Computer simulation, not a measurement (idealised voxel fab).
process module | voxel ribs on slabs
cross-section cut | 240 nm wide | cells 5 nm
A cross-section is a grid of square cells, given in bands from the top down. A band is one or more rows of cells.
Each band's line starts with the height of the band's top and of its bottom, in nm. Then come its materials from left to right, each with its width in nm. One material with "throughout" fills the band from edge to edge. "air" is empty space.
Height 0 is the level under which the wafer as received is all one material. The lowest band goes on downwards, as in "0 down".
A width such as "30 to 40" changes by the same amount from each row of cells to the next, from the band's top row to its bottom row.
"no change" after a step means that no cell of the cross-section changed.
closed voids: empty space of 8 cells or more with no open way to the top, each as width x height at its distance from the left edge, in nm
after a step's settings: what the simulator itself notes on the step
overlay nm, on a step with a mask: how far to the right of its planned place the mask lay; to the left if negative
Each pair below shows a cross-section before one step and the cross-section after it, down to the lowest band that changed. The line under each pair gives the step between them, with its settings. The pairs can come from different runs of this module on the same starting wafer, so a pair continues from the pair above only where its "before" says so.
before
  0 down: Si throughout
  closed voids: none
after
  30 to 0: SiO2 throughout
  below 0: unchanged
  closed voids: none
the step between: op DIRECTIONAL_DEP | material SiO2 | thk nm 30
before: the cross-section after the pair above
after
  55 to 30: SiN throughout
  below 30: unchanged
  closed voids: none
the step between: op DIRECTIONAL_DEP | material SiN | thk nm 25
before: the cross-section after the pair above
after
  55 to 35: air 105 | SiN 30 | air 105
  below 35: unchanged
  closed voids: none
the step between: op MASKED_ETCH | tone cover | mask id RIB | width nm 30 | etch materials SiN | depth nm 20 | overlay nm 0
before: the cross-section after the pair above
after
  75 to 55: air 80 | resist 80 | air 80
  55 to 35: air 80 | resist 25 | SiN 30 | resist 25 | air 80
  below 35: unchanged
  closed voids: none
the step between: op PATTERN | tone cover | mask id SLAB | material resist | width nm 80 | thk nm 20 | overlay nm 0
before: the cross-section after the pair above
after
  75 to 55: air 80 | resist 80 | air 80
  55 to 35: air 80 | resist 25 | SiN 30 | resist 25 | air 80
  35 to 30: air 80 | SiN 80 | air 80
  below 30: unchanged
  closed voids: none
the step between: op DIRECTIONAL_ETCH | etch materials SiN | depth nm 5
before: the cross-section after the pair above
after
  55 to 35: air 105 | SiN 30 | air 105
  below 35: unchanged
  closed voids: none
the step between: op STRIP | etch materials resist
before: the cross-section after the pair above
after
  75 to 55: SiO2 throughout
  55 to 35: SiO2 105 | SiN 30 | SiO2 105
  35 to 30: SiO2 80 | SiN 80 | SiO2 80
  below 30: unchanged
  closed voids: none
the step between: op FILL_DEP | material SiO2 | thk nm 20
before: the cross-section after the pair above
after
  65 to 55: SiO2 throughout
  below 55: unchanged
  closed voids: none
the step between: op CMP | height nm 65
before: the cross-section after the pair above
after
  70 to 65: TiN throughout
  below 65: unchanged
  closed voids: none
the step between: op DIRECTIONAL_DEP | material TiN | thk nm 5
before: the cross-section after the pair above
after
  70 to 65: air 100 | TiN 40 | air 100
  below 65: unchanged
  closed voids: none
the step between: op MASKED_ETCH | tone cover | mask id HEATER | width nm 40 | etch materials TiN | depth nm 5 | overlay nm 0
before: the cross-section after the pair above
after
  80 to 75: air 90 | SiO2 60 | air 90
  75 to 70: SiO2 throughout
  70 to 65: SiO2 100 | TiN 40 | SiO2 100
  below 65: unchanged
  closed voids: none
the step between: op CONFORMAL_DEP | material SiO2 | thk nm 10
before
  30 to 0: SiO2 throughout
  0 down: Si throughout
  closed voids: none
after
  60 to 0: SiO2 throughout
  below 0: unchanged
  closed voids: none
the step between: op DIRECTIONAL_DEP | material SiO2 | thk nm 30
before: the cross-section after the pair above
after
  85 to 60: SiN throughout
  below 60: unchanged
  closed voids: none
the step between: op DIRECTIONAL_DEP | material SiN | thk nm 25
before: the cross-section after the pair above
after
  85 to 65: air 105 | SiN 30 | air 105
  below 65: unchanged
  closed voids: none
the step between: op MASKED_ETCH | tone cover | mask id RIB | width nm 30 | etch materials SiN | depth nm 20 | overlay nm 0
before: the cross-section after the pair above
after
  105 to 85: air 80 | resist 80 | air 80
  85 to 65: air 80 | resist 25 | SiN 30 | resist 25 | air 80
  below 65: unchanged
  closed voids: none
the step between: op PATTERN | tone cover | mask id SLAB | material resist | width nm 80 | thk nm 20 | overlay nm 0
before: the cross-section after the pair above
after
  105 to 85: air 80 | resist 80 | air 80
  85 to 65: air 80 | resist 25 | SiN 30 | resist 25 | air 80
  65 to 60: air 80 | SiN 80 | air 80
  below 60: unchanged
  closed voids: none
the step between: op DIRECTIONAL_ETCH | etch materials SiN | depth nm 5
before: the cross-section after the pair above
after
  85 to 65: air 105 | SiN 30 | air 105
  below 65: unchanged
  closed voids: none
the step between: op STRIP | etch materials resist
before: the cross-section after the pair above
after
  105 to 85: SiO2 throughout
  85 to 65: SiO2 105 | SiN 30 | SiO2 105
  65 to 60: SiO2 80 | SiN 80 | SiO2 80
  below 60: unchanged
  closed voids: none
the step between: op FILL_DEP | material SiO2 | thk nm 20
before: the cross-section after the pair above
after
  65 to 60: SiO2 80 | SiN 80 | SiO2 80
  below 60: unchanged
  closed voids: none
the step between: op CMP | height nm 65
before: the cross-section after the pair above
after
  70 to 65: TiN throughout
  below 65: unchanged
  closed voids: none
the step between: op DIRECTIONAL_DEP | material TiN | thk nm 5
before: the cross-section after the pair above
after
  70 to 65: air 100 | TiN 40 | air 100
  below 65: unchanged
  closed voids: none
the step between: op MASKED_ETCH | tone cover | mask id HEATER | width nm 40 | etch materials TiN | depth nm 5 | overlay nm 0
before: the cross-section after the pair above
after
  80 to 75: air 90 | SiO2 60 | air 90
  75 to 70: SiO2 throughout
  70 to 65: SiO2 100 | TiN 40 | SiO2 100
  below 65: unchanged
  closed voids: none
the step between: op CONFORMAL_DEP | material SiO2 | thk nm 10
before
  0 down: Si throughout
  closed voids: none
after
  25 to 0: SiN throughout
  below 0: unchanged
  closed voids: none
the step between: op DIRECTIONAL_DEP | material SiN | thk nm 25
before: the cross-section after the pair above
after
  55 to 25: SiO2 throughout
  below 25: unchanged
  closed voids: none
the step between: op DIRECTIONAL_DEP | material SiO2 | thk nm 30
before: the cross-section after the pair above
after
  75 to 55: air 80 | resist 80 | air 80
  below 55: unchanged
  closed voids: none
the step between: op PATTERN | tone cover | mask id SLAB | material resist | width nm 80 | thk nm 20 | overlay nm 0
before: the cross-section after the pair above
after
  55 to 25: SiO2 throughout
  below 25: unchanged
  closed voids: none
the step between: op STRIP | etch materials resist
before: the cross-section after the pair above
after
  75 to 25: SiO2 throughout
  below 25: unchanged
  closed voids: none
the step between: op FILL_DEP | material SiO2 | thk nm 20
before: the cross-section after the pair above
after
  65 to 25: SiO2 throughout
  below 25: unchanged
  closed voids: none
the step between: op CMP | height nm 65
before: the cross-section after the pair above
after
  70 to 65: TiN throughout
  below 65: unchanged
  closed voids: none
the step between: op DIRECTIONAL_DEP | material TiN | thk nm 5
before: the cross-section after the pair above
after
  70 to 65: air 100 | TiN 40 | air 100
  below 65: unchanged
  closed voids: none
the step between: op MASKED_ETCH | tone cover | mask id HEATER | width nm 40 | etch materials TiN | depth nm 5 | overlay nm 0
before: the cross-section after the pair above
after
  80 to 75: air 90 | SiO2 60 | air 90
  75 to 70: SiO2 throughout
  70 to 65: SiO2 100 | TiN 40 | SiO2 100
  below 65: unchanged
  closed voids: none
the step between: op CONFORMAL_DEP | material SiO2 | thk nm 10
before
  30 to 0: SiO2 throughout
  0 down: Si throughout
  closed voids: none
after
  60 to 30: SiN throughout
  below 30: unchanged
  closed voids: none
the step between: op DIRECTIONAL_DEP | material SiN | thk nm 30
before: the cross-section after the pair above
after
  60 to 40: air 105 | SiN 30 | air 105
  below 40: unchanged
  closed voids: none
the step between: op MASKED_ETCH | tone cover | mask id RIB | width nm 30 | etch materials SiN | depth nm 20 | overlay nm 0
before: the cross-section after the pair above
after
  80 to 60: air 80 | resist 80 | air 80
  60 to 40: air 80 | resist 25 | SiN 30 | resist 25 | air 80
  below 40: unchanged
  closed voids: none
the step between: op PATTERN | tone cover | mask id SLAB | material resist | width nm 80 | thk nm 20 | overlay nm 0
before: the cross-section after the pair above
after
  80 to 60: air 80 | resist 80 | air 80
  60 to 40: air 80 | resist 25 | SiN 30 | resist 25 | air 80
  40 to 35: air 80 | SiN 80 | air 80
  below 35: unchanged
  closed voids: none
the step between: op DIRECTIONAL_ETCH | etch materials SiN | depth nm 5
before: the cross-section after the pair above
after
  60 to 40: air 105 | SiN 30 | air 105
  below 40: unchanged
  closed voids: none
the step between: op STRIP | etch materials resist
before: the cross-section after the pair above
after
  80 to 60: SiO2 throughout
  60 to 40: SiO2 105 | SiN 30 | SiO2 105
  40 to 35: SiO2 80 | SiN 80 | SiO2 80
  below 35: unchanged
  closed voids: none
the step between: op FILL_DEP | material SiO2 | thk nm 20
before: the cross-section after the pair above
after
  65 to 60: SiO2 throughout
  below 60: unchanged
  closed voids: none
the step between: op CMP | height nm 65
before: the cross-section after the pair above
after
  70 to 65: TiN throughout
  below 65: unchanged
  closed voids: none
the step between: op DIRECTIONAL_DEP | material TiN | thk nm 5
before: the cross-section after the pair above
after
  70 to 65: air 100 | TiN 40 | air 100
  below 65: unchanged
  closed voids: none
the step between: op MASKED_ETCH | tone cover | mask id HEATER | width nm 40 | etch materials TiN | depth nm 5 | overlay nm 0
before: the cross-section after the pair above
after
  80 to 75: air 90 | SiO2 60 | air 90
  75 to 70: SiO2 throughout
  70 to 65: SiO2 100 | TiN 40 | SiO2 100
  below 65: unchanged
  closed voids: none
the step between: op CONFORMAL_DEP | material SiO2 | thk nm 10
before
  55 to 30: SiN throughout
  30 to 0: SiO2 throughout
  0 down: Si throughout
  closed voids: none
after
  55 to 35: air 105 | SiN 35 | air 100
  below 35: unchanged
  closed voids: none
the step between: op MASKED_ETCH | tone cover | mask id RIB | width nm 35 | etch materials SiN | depth nm 20 | overlay nm 0
before: the cross-section after the pair above
after
  75 to 55: air 80 | resist 80 | air 80
  55 to 35: air 80 | resist 25 | SiN 35 | resist 20 | air 80
  below 35: unchanged
  closed voids: none
the step between: op PATTERN | tone cover | mask id SLAB | material resist | width nm 80 | thk nm 20 | overlay nm 0
before: the cross-section after the pair above
after
  75 to 55: air 80 | resist 80 | air 80
  55 to 35: air 80 | resist 25 | SiN 35 | resist 20 | air 80
  35 to 30: air 80 | SiN 80 | air 80
  below 30: unchanged
  closed voids: none
the step between: op DIRECTIONAL_ETCH | etch materials SiN | depth nm 5
before: the cross-section after the pair above
after
  55 to 35: air 105 | SiN 35 | air 100
  below 35: unchanged
  closed voids: none
the step between: op STRIP | etch materials resist
before: the cross-section after the pair above
after
  75 to 55: SiO2 throughout
  55 to 35: SiO2 105 | SiN 35 | SiO2 100
  35 to 30: SiO2 80 | SiN 80 | SiO2 80
  below 30: unchanged
  closed voids: none
the step between: op FILL_DEP | material SiO2 | thk nm 20
before: the cross-section after the pair above
after
  65 to 55: SiO2 throughout
  below 55: unchanged
  closed voids: none
the step between: op CMP | height nm 65
before: the cross-section after the pair above
after
  70 to 65: TiN throughout
  below 65: unchanged
  closed voids: none
the step between: op DIRECTIONAL_DEP | material TiN | thk nm 5
before: the cross-section after the pair above
after
  70 to 65: air 100 | TiN 40 | air 100
  below 65: unchanged
  closed voids: none
the step between: op MASKED_ETCH | tone cover | mask id HEATER | width nm 40 | etch materials TiN | depth nm 5 | overlay nm 0
before: the cross-section after the pair above
after
  80 to 75: air 90 | SiO2 60 | air 90
  75 to 70: SiO2 throughout
  70 to 65: SiO2 100 | TiN 40 | SiO2 100
  below 65: unchanged
  closed voids: none
the step between: op CONFORMAL_DEP | material SiO2 | thk nm 10
before
  70 to 65: TiN throughout
  65 to 55: SiO2 throughout
  55 to 35: SiO2 105 | SiN 30 | SiO2 105
  35 to 30: SiO2 80 | SiN 80 | SiO2 80
  30 to 0: SiO2 throughout
  0 down: Si throughout
  closed voids: none
after
  70 to 65: air 105 | TiN 40 | air 95
  below 65: unchanged
  closed voids: none
the step between: op MASKED_ETCH | tone cover | mask id HEATER | width nm 40 | etch materials TiN | depth nm 5 | overlay nm 5
before: the cross-section after the pair above
after
  80 to 75: air 95 | SiO2 60 | air 85
  75 to 70: SiO2 throughout
  70 to 65: SiO2 105 | TiN 40 | SiO2 95
  below 65: unchanged
  closed voids: none
the step between: op CONFORMAL_DEP | material SiO2 | thk nm 10
before
  0 down: Si throughout
  closed voids: none
after
  30 to 0: TiN throughout
  below 0: unchanged
  closed voids: none
the step between: op DIRECTIONAL_DEP | material TiN | thk nm 30
before: the cross-section after the pair above
after
  55 to 30: SiN throughout
  below 30: unchanged
  closed voids: none
the step between: op DIRECTIONAL_DEP | material SiN | thk nm 25
before: the cross-section after the pair above
after
  55 to 35: air 105 | SiN 30 | air 105
  below 35: unchanged
  closed voids: none
the step between: op MASKED_ETCH | tone cover | mask id RIB | width nm 30 | etch materials SiN | depth nm 20 | overlay nm 0
before: the cross-section after the pair above
after
  75 to 55: air 80 | resist 80 | air 80
  55 to 35: air 80 | resist 25 | SiN 30 | resist 25 | air 80
  below 35: unchanged
  closed voids: none
the step between: op PATTERN | tone cover | mask id SLAB | material resist | width nm 80 | thk nm 20 | overlay nm 0
before: the cross-section after the pair above
after
  75 to 55: air 80 | resist 80 | air 80
  55 to 35: air 80 | resist 25 | SiN 30 | resist 25 | air 80
  35 to 30: air 80 | SiN 80 | air 80
  below 30: unchanged
  closed voids: none
the step between: op DIRECTIONAL_ETCH | etch materials SiN | depth nm 5
before: the cross-section after the pair above
after
  55 to 35: air 105 | SiN 30 | air 105
  below 35: unchanged
  closed voids: none
the step between: op STRIP | etch materials resist
before: the cross-section after the pair above
after
  75 to 55: SiO2 throughout
  55 to 35: SiO2 105 | SiN 30 | SiO2 105
  35 to 30: SiO2 80 | SiN 80 | SiO2 80
  below 30: unchanged
  closed voids: none
the step between: op FILL_DEP | material SiO2 | thk nm 20
before: the cross-section after the pair above
after
  65 to 55: SiO2 throughout
  below 55: unchanged
  closed voids: none
the step between: op CMP | height nm 65
before: the cross-section after the pair above
after
  70 to 65: TiN throughout
  below 65: unchanged
  closed voids: none
the step between: op DIRECTIONAL_DEP | material TiN | thk nm 5
before: the cross-section after the pair above
after
  70 to 65: air 100 | TiN 40 | air 100
  below 65: unchanged
  closed voids: none
the step between: op MASKED_ETCH | tone cover | mask id HEATER | width nm 40 | etch materials TiN | depth nm 5 | overlay nm 0
before: the cross-section after the pair above
after
  80 to 75: air 90 | SiO2 60 | air 90
  75 to 70: SiO2 throughout
  70 to 65: SiO2 100 | TiN 40 | SiO2 100
  below 65: unchanged
  closed voids: none
the step between: op CONFORMAL_DEP | material SiO2 | thk nm 10
before
  55 to 30: SiN throughout
  30 to 0: SiO2 throughout
  0 down: Si throughout
  closed voids: none
after
  55 to 35: SiN 105 | air 30 | SiN 105
  below 35: unchanged
  closed voids: none
the step between: op MASKED_ETCH | tone open | mask id RIB | width nm 30 | etch materials SiN | depth nm 20 | overlay nm 0
before: the cross-section after the pair above
after
  75 to 55: air 80 | resist 80 | air 80
  55 to 35: SiN 105 | resist 30 | SiN 105
  below 35: unchanged
  closed voids: none
the step between: op PATTERN | tone cover | mask id SLAB | material resist | width nm 80 | thk nm 20 | overlay nm 0
before: the cross-section after the pair above
after
  75 to 55: air 80 | resist 80 | air 80
  55 to 50: air 80 | SiN 25 | resist 30 | SiN 25 | air 80
  below 50: unchanged
  closed voids: none
the step between: op DIRECTIONAL_ETCH | etch materials SiN | depth nm 5
before: the cross-section after the pair above
after
  55 to 50: air 80 | SiN 25 | air 30 | SiN 25 | air 80
  50 to 35: SiN 105 | air 30 | SiN 105
  below 35: unchanged
  closed voids: none
the step between: op STRIP | etch materials resist
before: the cross-section after the pair above
after
  75 to 55: SiO2 throughout
  55 to 50: SiO2 80 | SiN 25 | SiO2 30 | SiN 25 | SiO2 80
  50 to 35: SiN 105 | SiO2 30 | SiN 105
  below 35: unchanged
  closed voids: none
the step between: op FILL_DEP | material SiO2 | thk nm 20
before: the cross-section after the pair above
after
  65 to 55: SiO2 throughout
  below 55: unchanged
  closed voids: none
the step between: op CMP | height nm 65
before: the cross-section after the pair above
after
  70 to 65: TiN throughout
  below 65: unchanged
  closed voids: none
the step between: op DIRECTIONAL_DEP | material TiN | thk nm 5
before: the cross-section after the pair above
after
  70 to 65: air 100 | TiN 40 | air 100
  below 65: unchanged
  closed voids: none
the step between: op MASKED_ETCH | tone cover | mask id HEATER | width nm 40 | etch materials TiN | depth nm 5 | overlay nm 0
before: the cross-section after the pair above
after
  80 to 75: air 90 | SiO2 60 | air 90
  75 to 70: SiO2 throughout
  70 to 65: SiO2 100 | TiN 40 | SiO2 100
  below 65: unchanged
  closed voids: none
the step between: op CONFORMAL_DEP | material SiO2 | thk nm 10
